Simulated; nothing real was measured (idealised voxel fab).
The name of this process module is voxel self aligned contacts.
The cross-section on display is named cut; it measures 145 nm wide, and its cells are 5 nm squares.
Square cells in a grid make up a cross-section in this document, and the grid is given as bands, listed from the top down, each one or more rows of cells.
It is stipulated that each band's entry specify, in nanometres, the height of the top of the band and then that of its bottom, followed by the materials of the band in left-to-right sequence, each together with its width in nanometres. A single material marked by the word "all across" is understood to fill the band from edge to edge; the word "air" is understood to denote empty space.
Height 0 is the level under which the wafer as received is all one material. The lowest band goes on downwards, as in "0 down".
Top row gets the first number, bottom row gets the second, and each row in between changes by the same step: that is how a band width like "30 to 40" works.
Where the words "all unchanged" appear for a step, the cross-section shows no cell changed by that step; every cell remained as before.
In "Enclosed voids" the enclosed voids are listed, meaning empty spaces of 8 cells or larger without any opening to the top. The form is width x height at distance, distance from the left edge, units nm.
Past the settings on a step's line: simulator remark, on that step.
overlay nm: step with mask; distance mask lay right of planned place; negative value = left of planned place.
INTENDED PROCESS STEPS
step 1: RECEIVE [material Si]
step 2: CONFORMAL_DEP [material SiO2] [thk nm 5]
step 3: DIRECTIONAL_DEP [material polySi] [thk nm 20]
step 4: DIRECTIONAL_DEP [material SiN] [thk nm 25]
step 5: PATTERN [tone cover] [mask id GATE] [material resist] [width nm 30] [pitch nm 70] [thk nm 15] [overlay nm 0]
step 6: DIRECTIONAL_ETCH [etch materials SiN] [depth nm 25]
step 7: DIRECTIONAL_ETCH [etch materials polySi] [depth nm 20]
step 8: STRIP [etch materials resist]
step 9: CONFORMAL_DEP [material SiN] [thk nm 10]
step 10: DIRECTIONAL_ETCH [etch materials SiN] [depth nm 10]
step 11: FILL_DEP [material SiO2] [thk nm 15]
step 12: CMP [height nm 55]
step 13: MASKED_ETCH [tone open] [mask id CONTACT] [width nm 50] [etch materials SiO2] [depth nm 55] [overlay nm 0]
step 14: CONFORMAL_DEP [material TiN] [thk nm 5]
step 15: FILL_DEP [material W] [thk nm 10]
step 16: CMP [height nm 55]
step 17: CONFORMAL_DEP [material SiCN] [thk nm 5]
CROSS-SECTION OF THE INCOMING WAFER, STATE AFTER STEP 1
* 0 down: Si all across
* Enclosed voids: none
FIGURE: CROSS-SECTIONAL VIEW OF THE WAFER UPON COMPLETION OF THE MODULE, PROCESSED FROM THE INITIAL STATE AND ACCORDING TO THE PLAN DEPICTED ABOVE, WITH ONE ERROR INTRODUCED DURING EXECUTION
* 60 to 55: SiCN all across
* 55 to 50: 10 of SiO2 / 50 of SiN / 20 of TiN / 50 of SiN / 15 of SiO2
* 50 to 25: SiN all across
* 25 to 5: polySi all across
* 5 to 0: SiO2 all across
* 0 down: Si all across
* Enclosed voids: none
Which mistake was made when the wafer was run? yeah, plan step 4 got run twice
